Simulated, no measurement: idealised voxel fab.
The following is a process module called voxel local oxidation.
FYI the section here is cut, 240 nm wide, cells are 5 nm squares.
Each cross-section below is a grid of square cells, stated as bands in top-down order, with one or more rows of cells making up each band. For a band, the entry starts with two heights in nm, that of the top and then that of the bottom, and carries on with the band's materials in order from left to right, each alongside its width in nm; the word "everywhere" beside a single material means it fills the band edge to edge, and "empty" means empty space. Counting heights begins at 0, where everything beneath is, in the wafer as received, one material. The lowest band has no bottom; it goes on downwards, as "z 0 and below" shows. The two numbers in a width such as "30 to 40" mark its ends across the band: the first belongs to the top row of cells, the second to the bottom row, and from each row to the next the width moves by the same amount. "nothing was modified" means the step left every cell of the cross-section as it was. Closed-off voids of 8+ cells (no open route to the top) go in "Closed void table", written width x height at distance from the left edge, in nm. Where a step's line continues beyond its settings, the continuation is a remark by the simulator itself on that step. A step line may carry the setting "overlay nm", which, for steps involving a mask, states the distance by which the mask lay to the right of its intended position; negative values denote displacement to the left.
The process steps that were planned are listed below
| 1 | RECEIVE [material Si] |
| 2 | OXIDIZE [depth nm 5] |
| 3 | CONFORMAL_DEP [material SiN] [thk nm 15] |
| 4 | MASKED_ETCH [tone cover] [mask id ACTIVE] [width nm 115] [etch materials SiN] [depth nm 15] [overlay nm 0] |
| 5 | SELECTIVE_ETCH [etch materials SiO2] [depth nm 5] |
| 6 | OXIDIZE [depth nm 10] |
| 7 | STRIP [etch materials SiN] |
Same starting wafers, different depth nm at step 5. Plan value belongs to the first wafer.
Cross-sectional view of the first of several wafers in the as-received condition, corresponding to the state following step 1
> z 0 and below: Si everywhere
> Closed void table: none
End of the module, past its last step, step 7: how the first of several wafers looks in cross-section
> z 0 to -5: empty=65 | SiO2=105 | empty=70
> z -5 to -15: SiO2=75 | Si=85 | SiO2=80
> z -15 and below: Si everywhere
> Closed void table: none
The module's end: a cross-section of the last wafer
> z 0 to -5: empty=80 | SiO2=75 | empty=85
> z -5 to -15: SiO2=90 | Si=55 | SiO2=95
> z -15 and below: Si everywhere
> Closed void table: none
Take any row and you have a wafer at the end of the module: how many cells of each material it has gained (+) or lost (-) since it was received, and then its closed voids
depth nm 5, -110 Si, +83 SiO2, Closed void table: none
depth nm 10, -114 Si, +85 SiO2, Closed void table: none
depth nm 15, -118 Si, +87 SiO2, Closed void table: none
depth nm 20, -122 Si, +89 SiO2, Closed void table: none
